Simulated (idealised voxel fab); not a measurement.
The document below concerns the process module designated voxel capacitor over wiring.
FYI the section here is cut, 220 nm wide, cells are 5 nm squares.
Think of the cross-section as a grid of square cells. We describe it in bands, top to bottom, and each band covers one or more rows of those cells. Heights first: top, then bottom, in nm. Then materials, left to right, each with a width in nm. "throughout" on a single material: fills the band edge to edge. "empty": empty space. Height 0 is the level under which the wafer as received is all one material. The lowest band goes on downwards, as in "0 nm and below". Graded width ("30..40"): value in top row of band = first number; value in bottom row = second number; row-to-row change constant. "remained the same" after a step means that no cell of the cross-section changed. Basically, "Unvented internal voids" tells you about the enclosed voids: empty spaces with no open way to the top, 8 cells or bigger, each written width x height at distance, where distance is from the left edge, all in nm. Past the settings on a step's line: simulator remark, on that step. What "overlay nm" on a step's line means: if the step has a mask, that mask lay this far to the right of its planned place, or, when the value is negative, to the left. Structure of the following material. The material consists of pairs of cross-sections. Each pair comprises the cross-section before one process step and the cross-section after that step, the latter shown only down to the lowest band that changed. The step between the cross-sections is specified beneath each pair, including its settings. Pairs are not necessarily consecutive: they may derive from different runs of this module performed on the same starting wafer. Continuity with the pair above is to be assumed only where the entry headed "Prior to step" of the pair in question states it.
Prior to step:
- 40 nm to 25 nm: empty=50, then Ru=30, then empty=60, then Ru=30, then empty=50
- 25 nm to 20 nm: empty=50, then TiN=30, then empty=60, then TiN=30, then empty=50
- 20 nm to 10 nm: TiN throughout
- 10 nm to 0 nm: SiO2 throughout
- 0 nm and below: Si throughout
- Unvented internal voids: none
Resulting Cross-Section:
- 45 nm to 40 nm: empty=45, then SiN=40, then empty=50, then SiN=40, then empty=45
- 40 nm to 25 nm: empty=45, then SiN=5, then Ru=30, then SiN=5, then empty=50, then SiN=5, then Ru=30, then SiN=5, then empty=45
- 25 nm to 20 nm: SiN=50, then TiN=30, then SiN=60, then TiN=30, then SiN=50
- Whatever lies below 20 is exactly as it was before.
- Unvented internal voids: none
The before and after cross-sections above differ by one step: CONFORMAL_DEP, material SiN, thk nm 5
Prior to step: as shown after the step in the preceding pair, directly above.
Resulting Cross-Section:
- 50 nm to 45 nm: lowk throughout
- 45 nm to 40 nm: lowk=45, then SiN=40, then lowk=50, then SiN=40, then lowk=45
- 40 nm to 25 nm: lowk=45, then SiN=5, then Ru=30, then SiN=5, then lowk=50, then SiN=5, then Ru=30, then SiN=5, then lowk=45
- Whatever lies below 25 is exactly as it was before.
- Unvented internal voids: none
The before and after cross-sections above differ by one step: FILL_DEP, material lowk, thk nm 5
Prior to step: as shown after the step in the preceding pair, directly above.
Resulting Cross-Section:
- 30 nm to 25 nm: lowk=45, then SiN=5, then Ru=30, then SiN=5, then lowk=50, then SiN=5, then Ru=30, then SiN=5, then lowk=45
- Whatever lies below 25 is exactly as it was before.
- Unvented internal voids: none
The before and after cross-sections above differ by one step: CMP, height nm 30
Prior to step: as shown after the step in the preceding pair, directly above.
Resulting Cross-Section:
- 35 nm to 30 nm: SiCN throughout
- Whatever lies below 30 is exactly as it was before.
- Unvented internal voids: none
The before and after cross-sections above differ by one step: CONFORMAL_DEP, material SiCN, thk nm 5
Prior to step: as shown after the step in the preceding pair, directly above.
Resulting Cross-Section:
- 45 nm to 35 nm: SiO2 throughout
- Whatever lies below 35 is exactly as it was before.
- Unvented internal voids: none
The before and after cross-sections above differ by one step: DIRECTIONAL_DEP, material SiO2, thk nm 10
Prior to step: as shown after the step in the preceding pair, directly above.
Resulting Cross-Section:
- 60 nm to 45 nm: resist=65, then empty=15, then resist=140
- Whatever lies below 45 is exactly as it was before.
- Unvented internal voids: none
The before and after cross-sections above differ by one step: PATTERN, tone open, mask id PLUG_1, material resist, width nm 15, thk nm 15, overlay nm 0
Prior to step: as shown after the step in the preceding pair, directly above.
Resulting Cross-Section:
- 60 nm to 45 nm: resist=65, then empty=15, then resist=140
- 45 nm to 35 nm: SiO2=65, then empty=15, then SiO2=140
- Whatever lies below 35 is exactly as it was before.
- Unvented internal voids: none
The before and after cross-sections above differ by one step: DIRECTIONAL_ETCH, etch materials SiO2, depth nm 10
Prior to step: as shown after the step in the preceding pair, directly above.
Resulting Cross-Section:
- 60 nm to 45 nm: resist=65, then empty=15, then resist=140
- 45 nm to 35 nm: SiO2=65, then empty=15, then SiO2=140
- 35 nm to 30 nm: SiCN=65, then empty=15, then SiCN=140
- Whatever lies below 30 is exactly as it was before.
- Unvented internal voids: none
The before and after cross-sections above differ by one step: DIRECTIONAL_ETCH, etch materials SiCN, depth nm 5
Prior to step: as shown after the step in the preceding pair, directly above.
Resulting Cross-Section:
- 45 nm to 35 nm: SiO2=65, then empty=15, then SiO2=140
- Whatever lies below 35 is exactly as it was before.
- Unvented internal voids: none
The before and after cross-sections above differ by one step: STRIP, etch materials resist
Prior to step: as shown after the step in the preceding pair, directly above.
Resulting Cross-Section:
- 50 nm to 45 nm: TiN=70, then empty=5, then TiN=145
- 45 nm to 35 nm: SiO2=65, then TiN=5, then empty=5, then TiN=5, then SiO2=140
- 35 nm to 30 nm: SiCN=65, then TiN=15, then SiCN=140
- Whatever lies below 30 is exactly as it was before.
- Unvented internal voids: none
The before and after cross-sections above differ by one step: CONFORMAL_DEP, material TiN, thk nm 5
Prior to step: as shown after the step in the preceding pair, directly above.
Resulting Cross-Section:
- 55 nm to 50 nm: Cu throughout
- 50 nm to 45 nm: TiN=70, then Cu=5, then TiN=145
- 45 nm to 35 nm: SiO2=65, then TiN=5, then Cu=5, then TiN=5, then SiO2=140
- Whatever lies below 35 is exactly as it was before.
- Unvented internal voids: none
The before and after cross-sections above differ by one step: FILL_DEP, material Cu, thk nm 5
Prior to step: as shown after the step in the preceding pair, directly above.
Resulting Cross-Section:
- 45 nm to 35 nm: SiO2=65, then TiN=5, then Cu=5, then TiN=5, then SiO2=140
- Whatever lies below 35 is exactly as it was before.
- Unvented internal voids: none
The before and after cross-sections above differ by one step: CMP, height nm 45
Prior to step: as shown after the step in the preceding pair, directly above.
Resulting Cross-Section:
- 55 nm to 45 nm: TiN throughout
- Whatever lies below 45 is exactly as it was before.
- Unvented internal voids: none
The before and after cross-sections above differ by one step: DIRECTIONAL_DEP, material TiN, thk nm 10
Prior to step: as shown after the step in the preceding pair, directly above.
Resulting Cross-Section:
- 60 nm to 55 nm: SiN throughout
- Whatever lies below 55 is exactly as it was before.
- Unvented internal voids: none
The before and after cross-sections above differ by one step: DIRECTIONAL_DEP, material SiN, thk nm 5
Prior to step: as shown after the step in the preceding pair, directly above.
Resulting Cross-Section:
- 65 nm to 60 nm: TiN throughout
- Whatever lies below 60 is exactly as it was before.
- Unvented internal voids: none
The before and after cross-sections above differ by one step: DIRECTIONAL_DEP, material TiN, thk nm 5
Prior to step: as shown after the step in the preceding pair, directly above.
Resulting Cross-Section:
- 65 nm to 60 nm: empty=65, then TiN=65, then empty=90
- Whatever lies below 60 is exactly as it was before.
- Unvented internal voids: none
The before and after cross-sections above differ by one step: MASKED_ETCH, tone cover, mask id UPPER_PLATE, width nm 65, etch materials TiN, depth nm 5, overlay nm 0
Prior to step: as shown after the step in the preceding pair, directly above.
Resulting Cross-Section:
- 65 nm to 60 nm: empty=65, then TiN=65, then empty=90
- 60 nm to 55 nm: empty=65, then SiN=65, then empty=90
- Whatever lies below 55 is exactly as it was before.
- Unvented internal voids: none
The before and after cross-sections above differ by one step: MASKED_ETCH, tone cover, mask id UPPER_PLATE, width nm 65, etch materials SiN, depth nm 5, overlay nm 0
Prior to step: as shown after the step in the preceding pair, directly above.
Resulting Cross-Section:
- 80 nm to 70 nm: empty=65, then aC=65, then empty=90
- 70 nm to 65 nm: aC throughout
- 65 nm to 60 nm: aC=65, then TiN=65, then aC=90
- 60 nm to 55 nm: aC=65, then SiN=65, then aC=90
- Whatever lies below 55 is exactly as it was before.
- Unvented internal voids: none
The before and after cross-sections above differ by one step: DIRECTIONAL_DEP, material aC, thk nm 15
Prior to step: as shown after the step in the preceding pair, directly above.
Resulting Cross-Section:
- 115 nm to 80 nm: empty=60, then resist=75, then empty=85
- 80 nm to 70 nm: empty=60, then resist=5, then aC=65, then resist=5, then empty=85
- Whatever lies below 70 is exactly as it was before.
- Unvented internal voids: none
The before and after cross-sections above differ by one step: PATTERN, tone cover, mask id LOWER_PLATE, material resist, width nm 75, thk nm 35, overlay nm 0
Prior to step: as shown after the step in the preceding pair, directly above.
Resulting Cross-Section:
- 100 nm to 80 nm: empty=60, then resist=75, then empty=85
- 80 nm to 70 nm: empty=60, then resist=5, then aC=65, then resist=5, then empty=85
- 70 nm to 65 nm: empty=60, then aC=75, then empty=85
- 65 nm to 60 nm: empty=60, then aC=5, then TiN=65, then aC=5, then empty=85
- 60 nm to 55 nm: empty=60, then aC=5, then SiN=65, then aC=5, then empty=85
- Whatever lies below 55 is exactly as it was before.
- Unvented internal voids: none
The before and after cross-sections above differ by one step: DIRECTIONAL_ETCH, etch materials aC, depth nm 15
Prior to step: as shown after the step in the preceding pair, directly above.
Resulting Cross-Section:
- 80 nm to 70 nm: empty=65, then aC=65, then empty=90
- Whatever lies below 70 is exactly as it was before.
- Unvented internal voids: none
The before and after cross-sections above differ by one step: STRIP, etch materials resist
Prior to step: as shown after the step in the preceding pair, directly above.
Resulting Cross-Section:
- 80 nm to 70 nm: empty=65, then aC=65, then empty=90
- 70 nm to 65 nm: empty=60, then aC=75, then empty=85
- 65 nm to 60 nm: empty=60, then aC=5, then TiN=65, then aC=5, then empty=85
- 60 nm to 55 nm: empty=60, then aC=5, then SiN=65, then aC=5, then empty=85
- 55 nm to 45 nm: empty=60, then TiN=75, then empty=85
- Whatever lies below 45 is exactly as it was before.
- Unvented internal voids: none
The before and after cross-sections above differ by one step: DIRECTIONAL_ETCH, etch materials TiN, depth nm 10
Prior to step: as shown after the step in the preceding pair, directly above.
Resulting Cross-Section:
- 65 nm to 60 nm: empty=65, then TiN=65, then empty=90
- 60 nm to 55 nm: empty=65, then SiN=65, then empty=90
- Whatever lies below 55 is exactly as it was before.
- Unvented internal voids: none
The before and after cross-sections above differ by one step: STRIP, etch materials aC
Prior to step: as shown after the step in the preceding pair, directly above.
Resulting Cross-Section:
- 80 nm to 65 nm: SiO2 throughout
- 65 nm to 60 nm: SiO2=65, then TiN=65, then SiO2=90
- 60 nm to 55 nm: SiO2=65, then SiN=65, then SiO2=90
- 55 nm to 45 nm: SiO2=60, then TiN=75, then SiO2=85
- Whatever lies below 45 is exactly as it was before.
- Unvented internal voids: none
The before and after cross-sections above differ by one step: FILL_DEP, material SiO2, thk nm 15
Prior to step: as shown after the step in the preceding pair, directly above.
Resulting Cross-Section:
- 75 nm to 65 nm: SiO2 throughout
- Whatever lies below 65 is exactly as it was before.
- Unvented internal voids: none
The before and after cross-sections above differ by one step: CMP, height nm 75
Prior to step: as shown after the step in the preceding pair, directly above.
Resulting Cross-Section:
- 75 nm to 65 nm: SiO2=75, then empty=15, then SiO2=130
- Whatever lies below 65 is exactly as it was before.
- Unvented internal voids: none
The before and after cross-sections above differ by one step: MASKED_ETCH, tone open, mask id PLUG_2, width nm 15, etch materials SiO2, depth nm 10, overlay nm 0
Prior to step: as shown after the step in the preceding pair, directly above.
Resulting Cross-Section:
- 80 nm to 75 nm: TiN=80, then empty=5, then TiN=135
- 75 nm to 70 nm: SiO2=75, then TiN=5, then empty=5, then TiN=5, then SiO2=130
- 70 nm to 60 nm: SiO2=75..65, then TiN=15..65, then SiO2=130..90
- Whatever lies below 60 is exactly as it was before.
- Unvented internal voids: none
The before and after cross-sections above differ by one step: CONFORMAL_DEP, material TiN, thk nm 5
Prior to step: as shown after the step in the preceding pair, directly above.
Resulting Cross-Section:
- 85 nm to 80 nm: Ru throughout
- 80 nm to 75 nm: TiN=80, then Ru=5, then TiN=135
- 75 nm to 70 nm: SiO2=75, then TiN=5, then Ru=5, then TiN=5, then SiO2=130
- Whatever lies below 70 is exactly as it was before.
- Unvented internal voids: none
The before and after cross-sections above differ by one step: FILL_DEP, material Ru, thk nm 5
Prior to step: as shown after the step in the preceding pair, directly above.
Resulting Cross-Section:
- 75 nm to 70 nm: SiO2=75, then TiN=5, then Ru=5, then TiN=5, then SiO2=130
- Whatever lies below 70 is exactly as it was before.
- Unvented internal voids: none
The before and after cross-sections above differ by one step: CMP, height nm 75
Prior to step: as shown after the step in the preceding pair, directly above.
Resulting Cross-Section:
- 80 nm to 75 nm: SiCN throughout
- Whatever lies below 75 is exactly as it was before.
- Unvented internal voids: none
The before and after cross-sections above differ by one step: CONFORMAL_DEP, material SiCN, thk nm 5
Prior to step:
- 65 nm to 60 nm: TiN throughout
- 60 nm to 55 nm: SiN throughout
- 55 nm to 45 nm: TiN throughout
- 45 nm to 35 nm: SiO2=65, then TiN=5, then Cu=5, then TiN=5, then SiO2=140
- 35 nm to 30 nm: SiCN=65, then TiN=15, then SiCN=140
- 30 nm to 15 nm: lowk=45, then SiN=5, then Ru=30, then SiN=5, then lowk=50, then SiN=5, then Ru=30, then SiN=5, then lowk=45
- 15 nm to 10 nm: SiN=50, then TiN=30, then SiN=60, then TiN=30, then SiN=50
- 10 nm to 0 nm: SiO2 throughout
- 0 nm and below: Si throughout
- Unvented internal voids: none
Resulting Cross-Section:
- 65 nm to 60 nm: empty=70, then TiN=60, then empty=90
- Whatever lies below 60 is exactly as it was before.
- Unvented internal voids: none
The before and after cross-sections above differ by one step: MASKED_ETCH, tone cover, mask id UPPER_PLATE, width nm 60, etch materials TiN, depth nm 5, overlay nm 0
Prior to step: as shown after the step in the preceding pair, directly above.
Resulting Cross-Section:
- 65 nm to 60 nm: empty=70, then TiN=60, then empty=90
- 60 nm to 55 nm: empty=65, then SiN=65, then empty=90
- Whatever lies below 55 is exactly as it was before.
- Unvented internal voids: none
The before and after cross-sections above differ by one step: MASKED_ETCH, tone cover, mask id UPPER_PLATE, width nm 65, etch materials SiN, depth nm 5, overlay nm 0
Prior to step: as shown after the step in the preceding pair, directly above.
Resulting Cross-Section:
- 80 nm to 70 nm: empty=70..65, then aC=60..65, then empty=90
- 70 nm to 65 nm: aC throughout
- 65 nm to 60 nm: aC=70, then TiN=60, then aC=90
- 60 nm to 55 nm: aC=65, then SiN=65, then aC=90
- Whatever lies below 55 is exactly as it was before.
- Unvented internal voids: none
The before and after cross-sections above differ by one step: DIRECTIONAL_DEP, material aC, thk nm 15
Prior to step: as shown after the step in the preceding pair, directly above.
Resulting Cross-Section:
- 115 nm to 80 nm: empty=60, then resist=75, then empty=85
- 80 nm to 70 nm: empty=60, then resist=10..5, then aC=60..65, then resist=5, then empty=85
- Whatever lies below 70 is exactly as it was before.
- Unvented internal voids: none
The before and after cross-sections above differ by one step: PATTERN, tone cover, mask id LOWER_PLATE, material resist, width nm 75, thk nm 35, overlay nm 0
Prior to step: as shown after the step in the preceding pair, directly above.
Resulting Cross-Section:
- 100 nm to 80 nm: empty=60, then resist=75, then empty=85
- 80 nm to 70 nm: empty=60, then resist=10..5, then aC=60..65, then resist=5, then empty=85
- 70 nm to 65 nm: empty=60, then aC=75, then empty=85
- 65 nm to 60 nm: empty=60, then aC=10, then TiN=60, then aC=5, then empty=85
- 60 nm to 55 nm: empty=60, then aC=5, then SiN=65, then aC=5, then empty=85
- Whatever lies below 55 is exactly as it was before.
- Unvented internal voids: none
The before and after cross-sections above differ by one step: DIRECTIONAL_ETCH, etch materials aC, depth nm 15
Prior to step: as shown after the step in the preceding pair, directly above.
Resulting Cross-Section:
- 80 nm to 70 nm: empty=70..65, then aC=60..65, then empty=90
- Whatever lies below 70 is exactly as it was before.
- Unvented internal voids: none
The before and after cross-sections above differ by one step: STRIP, etch materials resist
Prior to step: as shown after the step in the preceding pair, directly above.
Resulting Cross-Section:
- 80 nm to 70 nm: empty=70..65, then aC=60..65, then empty=90
- 70 nm to 65 nm: empty=60, then aC=75, then empty=85
- 65 nm to 60 nm: empty=60, then aC=10, then TiN=60, then aC=5, then empty=85
- 60 nm to 55 nm: empty=60, then aC=5, then SiN=65, then aC=5, then empty=85
- 55 nm to 45 nm: empty=60, then TiN=75, then empty=85
- Whatever lies below 45 is exactly as it was before.
- Unvented internal voids: none
The before and after cross-sections above differ by one step: DIRECTIONAL_ETCH, etch materials TiN, depth nm 10
Prior to step: as shown after the step in the preceding pair, directly above.
Resulting Cross-Section:
- 65 nm to 60 nm: empty=70, then TiN=60, then empty=90
- 60 nm to 55 nm: empty=65, then SiN=65, then empty=90
- Whatever lies below 55 is exactly as it was before.
- Unvented internal voids: none
The before and after cross-sections above differ by one step: STRIP, etch materials aC
Prior to step: as shown after the step in the preceding pair, directly above.
Resulting Cross-Section:
- 80 nm to 65 nm: SiO2 throughout
- 65 nm to 60 nm: SiO2=70, then TiN=60, then SiO2=90
- 60 nm to 55 nm: SiO2=65, then SiN=65, then SiO2=90
- 55 nm to 45 nm: SiO2=60, then TiN=75, then SiO2=85
- Whatever lies below 45 is exactly as it was before.
- Unvented internal voids: none
The before and after cross-sections above differ by one step: FILL_DEP, material SiO2, thk nm 15
Prior to step: as shown after the step in the preceding pair, directly above.
Resulting Cross-Section:
- 75 nm to 65 nm: SiO2 throughout
- Whatever lies below 65 is exactly as it was before.
- Unvented internal voids: none
The before and after cross-sections above differ by one step: CMP, height nm 75
Prior to step: as shown after the step in the preceding pair, directly above.
Resulting Cross-Section:
- 75 nm to 65 nm: SiO2=75, then empty=15, then SiO2=130
- Whatever lies below 65 is exactly as it was before.
- Unvented internal voids: none
The before and after cross-sections above differ by one step: MASKED_ETCH, tone open, mask id PLUG_2, width nm 15, etch materials SiO2, depth nm 10, overlay nm 0
Prior to step: as shown after the step in the preceding pair, directly above.
Resulting Cross-Section:
- 80 nm to 75 nm: TiN=80, then empty=5, then TiN=135
- 75 nm to 70 nm: SiO2=75, then TiN=5, then empty=5, then TiN=5, then SiO2=130
- 70 nm to 60 nm: SiO2=75..70, then TiN=15..60, then SiO2=130..90
- Whatever lies below 60 is exactly as it was before.
- Unvented internal voids: none
The before and after cross-sections above differ by one step: CONFORMAL_DEP, material TiN, thk nm 5
Prior to step: as shown after the step in the preceding pair, directly above.
Resulting Cross-Section:
- 85 nm to 80 nm: Ru throughout
- 80 nm to 75 nm: TiN=80, then Ru=5, then TiN=135
- 75 nm to 70 nm: SiO2=75, then TiN=5, then Ru=5, then TiN=5, then SiO2=130
- Whatever lies below 70 is exactly as it was before.
- Unvented internal voids: none
The before and after cross-sections above differ by one step: FILL_DEP, material Ru, thk nm 5
Prior to step: as shown after the step in the preceding pair, directly above.
Resulting Cross-Section:
- 75 nm to 70 nm: SiO2=75, then TiN=5, then Ru=5, then TiN=5, then SiO2=130
- Whatever lies below 70 is exactly as it was before.
- Unvented internal voids: none
The before and after cross-sections above differ by one step: CMP, height nm 75
Prior to step: as shown after the step in the preceding pair, directly above.
Resulting Cross-Section:
- 80 nm to 75 nm: SiCN throughout
- Whatever lies below 75 is exactly as it was before.
- Unvented internal voids: none
The before and after cross-sections above differ by one step: CONFORMAL_DEP, material SiCN, thk nm 5
Prior to step:
- 45 nm to 30 nm: aC throughout
- 30 nm to 15 nm: Ru throughout
- 15 nm to 10 nm: TiN throughout
- 10 nm to 0 nm: SiO2 throughout
- 0 nm and below: Si throughout
- Unvented internal voids: none
Resulting Cross-Section:
- 80 nm to 45 nm: empty=45, then resist=30, then empty=60, then resist=30, then empty=55
- Whatever lies below 45 is exactly as it was before.
- Unvented internal voids: none
The before and after cross-sections above differ by one step: PATTERN, tone cover, mask id METAL_1, material resist, width nm 30, pitch nm 90, thk nm 35, overlay nm -5
Prior to step: as shown after the step in the preceding pair, directly above.
Resulting Cross-Section:
- 65 nm to 45 nm: empty=45, then resist=30, then empty=60, then resist=30, then empty=55
- 45 nm to 30 nm: empty=45, then aC=30, then empty=60, then aC=30, then empty=55
- Whatever lies below 30 is exactly as it was before.
- Unvented internal voids: none
The before and after cross-sections above differ by one step: DIRECTIONAL_ETCH, etch materials aC, depth nm 15
Prior to step: as shown after the step in the preceding pair, directly above.
Resulting Cross-Section:
- 45 nm to 30 nm: empty=45, then aC=30, then empty=60, then aC=30, then empty=55
- Whatever lies below 30 is exactly as it was before.
- Unvented internal voids: none
The before and after cross-sections above differ by one step: STRIP, etch materials resist
Prior to step: as shown after the step in the preceding pair, directly above.
Resulting Cross-Section:
- 45 nm to 30 nm: empty=45, then aC=30, then empty=60, then aC=30, then empty=55
- 30 nm to 15 nm: empty=45, then Ru=30, then empty=60, then Ru=30, then empty=55
- Whatever lies below 15 is exactly as it was before.
- Unvented internal voids: none
The before and after cross-sections above differ by one step: DIRECTIONAL_ETCH, etch materials Ru, depth nm 15
Prior to step: as shown after the step in the preceding pair, directly above.
Resulting Cross-Section:
- 45 nm to 30 nm: empty=45, then aC=30, then empty=60, then aC=30, then empty=55
- 30 nm to 15 nm: empty=45, then Ru=30, then empty=60, then Ru=30, then empty=55
- 15 nm to 10 nm: empty=45, then TiN=30, then empty=60, then TiN=30, then empty=55
- Whatever lies below 10 is exactly as it was before.
- Unvented internal voids: none
The before and after cross-sections above differ by one step: DIRECTIONAL_ETCH, etch materials TiN, depth nm 5
Prior to step: as shown after the step in the preceding pair, directly above.
Resulting Cross-Section:
- 30 nm to 15 nm: empty=45, then Ru=30, then empty=60, then Ru=30, then empty=55
- Whatever lies below 15 is exactly as it was before.
- Unvented internal voids: none
The before and after cross-sections above differ by one step: STRIP, etch materials aC
Prior to step: as shown after the step in the preceding pair, directly above.
Resulting Cross-Section:
- 35 nm to 30 nm: empty=40, then SiN=40, then empty=50, then SiN=40, then empty=50
- 30 nm to 15 nm: empty=40, then SiN=5, then Ru=30, then SiN=5, then empty=50, then SiN=5, then Ru=30, then SiN=5, then empty=50
- 15 nm to 10 nm: SiN=45, then TiN=30, then SiN=60, then TiN=30, then SiN=55
- Whatever lies below 10 is exactly as it was before.
- Unvented internal voids: none
The before and after cross-sections above differ by one step: CONFORMAL_DEP, material SiN, thk nm 5
Prior to step: as shown after the step in the preceding pair, directly above.
Resulting Cross-Section:
- 40 nm to 35 nm: lowk throughout
- 35 nm to 30 nm: lowk=40, then SiN=40, then lowk=50, then SiN=40, then lowk=50
- 30 nm to 15 nm: lowk=40, then SiN=5, then Ru=30, then SiN=5, then lowk=50, then SiN=5, then Ru=30, then SiN=5, then lowk=50
- Whatever lies below 15 is exactly as it was before.
- Unvented internal voids: none
The before and after cross-sections above differ by one step: FILL_DEP, material lowk, thk nm 5
Prior to step: as shown after the step in the preceding pair, directly above.
Resulting Cross-Section:
- 30 nm to 15 nm: lowk=40, then SiN=5, then Ru=30, then SiN=5, then lowk=50, then SiN=5, then Ru=30, then SiN=5, then lowk=50
- Whatever lies below 15 is exactly as it was before.
- Unvented internal voids: none
The before and after cross-sections above differ by one step: CMP, height nm 30
Prior to step: as shown after the step in the preceding pair, directly above.
Resulting Cross-Section:
- 35 nm to 30 nm: SiCN throughout
- Whatever lies below 30 is exactly as it was before.
- Unvented internal voids: none
The before and after cross-sections above differ by one step: CONFORMAL_DEP, material SiCN, thk nm 5
Prior to step: as shown after the step in the preceding pair, directly above.
Resulting Cross-Section:
- 45 nm to 35 nm: SiO2 throughout
- Whatever lies below 35 is exactly as it was before.
- Unvented internal voids: none
The before and after cross-sections above differ by one step: DIRECTIONAL_DEP, material SiO2, thk nm 10
Prior to step: as shown after the step in the preceding pair, directly above.
Resulting Cross-Section:
- 60 nm to 45 nm: resist=65, then empty=15, then resist=140
- Whatever lies below 45 is exactly as it was before.
- Unvented internal voids: none
The before and after cross-sections above differ by one step: PATTERN, tone open, mask id PLUG_1, material resist, width nm 15, thk nm 15, overlay nm 0
Prior to step: as shown after the step in the preceding pair, directly above.
Resulting Cross-Section:
- 60 nm to 45 nm: resist=65, then empty=15, then resist=140
- 45 nm to 35 nm: SiO2=65, then empty=15, then SiO2=140
- Whatever lies below 35 is exactly as it was before.
- Unvented internal voids: none
The before and after cross-sections above differ by one step: DIRECTIONAL_ETCH, etch materials SiO2, depth nm 10
Prior to step: as shown after the step in the preceding pair, directly above.
Resulting Cross-Section:
- 60 nm to 45 nm: resist=65, then empty=15, then resist=140
- 45 nm to 35 nm: SiO2=65, then empty=15, then SiO2=140
- 35 nm to 30 nm: SiCN=65, then empty=15, then SiCN=140
- Whatever lies below 30 is exactly as it was before.
- Unvented internal voids: none
The before and after cross-sections above differ by one step: DIRECTIONAL_ETCH, etch materials SiCN, depth nm 5
Prior to step: as shown after the step in the preceding pair, directly above.
Resulting Cross-Section:
- 45 nm to 35 nm: SiO2=65, then empty=15, then SiO2=140
- Whatever lies below 35 is exactly as it was before.
- Unvented internal voids: none
The before and after cross-sections above differ by one step: STRIP, etch materials resist
Prior to step: as shown after the step in the preceding pair, directly above.
Resulting Cross-Section:
- 50 nm to 45 nm: TiN=70, then empty=5, then TiN=145
- 45 nm to 35 nm: SiO2=65, then TiN=5, then empty=5, then TiN=5, then SiO2=140
- 35 nm to 30 nm: SiCN=65, then TiN=15, then SiCN=140
- Whatever lies below 30 is exactly as it was before.
- Unvented internal voids: none
The before and after cross-sections above differ by one step: CONFORMAL_DEP, material TiN, thk nm 5
Prior to step: as shown after the step in the preceding pair, directly above.
Resulting Cross-Section:
- 55 nm to 50 nm: Cu throughout
- 50 nm to 45 nm: TiN=70, then Cu=5, then TiN=145
- 45 nm to 35 nm: SiO2=65, then TiN=5, then Cu=5, then TiN=5, then SiO2=140
- Whatever lies below 35 is exactly as it was before.
- Unvented internal voids: none
The before and after cross-sections above differ by one step: FILL_DEP, material Cu, thk nm 5
Prior to step: as shown after the step in the preceding pair, directly above.
Resulting Cross-Section:
- 45 nm to 35 nm: SiO2=65, then TiN=5, then Cu=5, then TiN=5, then SiO2=140
- Whatever lies below 35 is exactly as it was before.
- Unvented internal voids: none
The before and after cross-sections above differ by one step: CMP, height nm 45
Prior to step: as shown after the step in the preceding pair, directly above.
Resulting Cross-Section:
- 55 nm to 45 nm: TiN throughout
- Whatever lies below 45 is exactly as it was before.
- Unvented internal voids: none
The before and after cross-sections above differ by one step: DIRECTIONAL_DEP, material TiN, thk nm 10
Prior to step: as shown after the step in the preceding pair, directly above.
Resulting Cross-Section:
- 60 nm to 55 nm: SiN throughout
- Whatever lies below 55 is exactly as it was before.
- Unvented internal voids: none
The before and after cross-sections above differ by one step: DIRECTIONAL_DEP, material SiN, thk nm 5
Prior to step: as shown after the step in the preceding pair, directly above.
Resulting Cross-Section:
- 65 nm to 60 nm: TiN throughout
- Whatever lies below 60 is exactly as it was before.
- Unvented internal voids: none
The before and after cross-sections above differ by one step: DIRECTIONAL_DEP, material TiN, thk nm 5
Prior to step: as shown after the step in the preceding pair, directly above.
Resulting Cross-Section:
- 65 nm to 60 nm: empty=65, then TiN=65, then empty=90
- Whatever lies below 60 is exactly as it was before.
- Unvented internal voids: none
The before and after cross-sections above differ by one step: MASKED_ETCH, tone cover, mask id UPPER_PLATE, width nm 65, etch materials TiN, depth nm 5, overlay nm 0
Prior to step: as shown after the step in the preceding pair, directly above.
Resulting Cross-Section:
- 65 nm to 60 nm: empty=65, then TiN=65, then empty=90
- 60 nm to 55 nm: empty=65, then SiN=65, then empty=90
- Whatever lies below 55 is exactly as it was before.
- Unvented internal voids: none
The before and after cross-sections above differ by one step: MASKED_ETCH, tone cover, mask id UPPER_PLATE, width nm 65, etch materials SiN, depth nm 5, overlay nm 0
Prior to step: as shown after the step in the preceding pair, directly above.
Resulting Cross-Section:
- 80 nm to 70 nm: empty=65, then aC=65, then empty=90
- 70 nm to 65 nm: aC throughout
- 65 nm to 60 nm: aC=65, then TiN=65, then aC=90
- 60 nm to 55 nm: aC=65, then SiN=65, then aC=90
- Whatever lies below 55 is exactly as it was before.
- Unvented internal voids: none
The before and after cross-sections above differ by one step: DIRECTIONAL_DEP, material aC, thk nm 15
Prior to step: as shown after the step in the preceding pair, directly above.
Resulting Cross-Section:
- 115 nm to 80 nm: empty=60, then resist=75, then empty=85
- 80 nm to 70 nm: empty=60, then resist=5, then aC=65, then resist=5, then empty=85
- Whatever lies below 70 is exactly as it was before.
- Unvented internal voids: none
The before and after cross-sections above differ by one step: PATTERN, tone cover, mask id LOWER_PLATE, material resist, width nm 75, thk nm 35, overlay nm 0
Prior to step: as shown after the step in the preceding pair, directly above.
Resulting Cross-Section:
- 100 nm to 80 nm: empty=60, then resist=75, then empty=85
- 80 nm to 70 nm: empty=60, then resist=5, then aC=65, then resist=5, then empty=85
- 70 nm to 65 nm: empty=60, then aC=75, then empty=85
- 65 nm to 60 nm: empty=60, then aC=5, then TiN=65, then aC=5, then empty=85
- 60 nm to 55 nm: empty=60, then aC=5, then SiN=65, then aC=5, then empty=85
- Whatever lies below 55 is exactly as it was before.
- Unvented internal voids: none
The before and after cross-sections above differ by one step: DIRECTIONAL_ETCH, etch materials aC, depth nm 15
Prior to step: as shown after the step in the preceding pair, directly above.
Resulting Cross-Section:
- 80 nm to 70 nm: empty=65, then aC=65, then empty=90
- Whatever lies below 70 is exactly as it was before.
- Unvented internal voids: none
The before and after cross-sections above differ by one step: STRIP, etch materials resist
Prior to step: as shown after the step in the preceding pair, directly above.
Resulting Cross-Section:
- 80 nm to 70 nm: empty=65, then aC=65, then empty=90
- 70 nm to 65 nm: empty=60, then aC=75, then empty=85
- 65 nm to 60 nm: empty=60, then aC=5, then TiN=65, then aC=5, then empty=85
- 60 nm to 55 nm: empty=60, then aC=5, then SiN=65, then aC=5, then empty=85
- 55 nm to 45 nm: empty=60, then TiN=75, then empty=85
- Whatever lies below 45 is exactly as it was before.
- Unvented internal voids: none
The before and after cross-sections above differ by one step: DIRECTIONAL_ETCH, etch materials TiN, depth nm 10
Prior to step: as shown after the step in the preceding pair, directly above.
Resulting Cross-Section:
- 65 nm to 60 nm: empty=65, then TiN=65, then empty=90
- 60 nm to 55 nm: empty=65, then SiN=65, then empty=90
- Whatever lies below 55 is exactly as it was before.
- Unvented internal voids: none
The before and after cross-sections above differ by one step: STRIP, etch materials aC
Prior to step: as shown after the step in the preceding pair, directly above.
Resulting Cross-Section:
- 80 nm to 65 nm: SiO2 throughout
- 65 nm to 60 nm: SiO2=65, then TiN=65, then SiO2=90
- 60 nm to 55 nm: SiO2=65, then SiN=65, then SiO2=90
- 55 nm to 45 nm: SiO2=60, then TiN=75, then SiO2=85
- Whatever lies below 45 is exactly as it was before.
- Unvented internal voids: none
The before and after cross-sections above differ by one step: FILL_DEP, material SiO2, thk nm 15
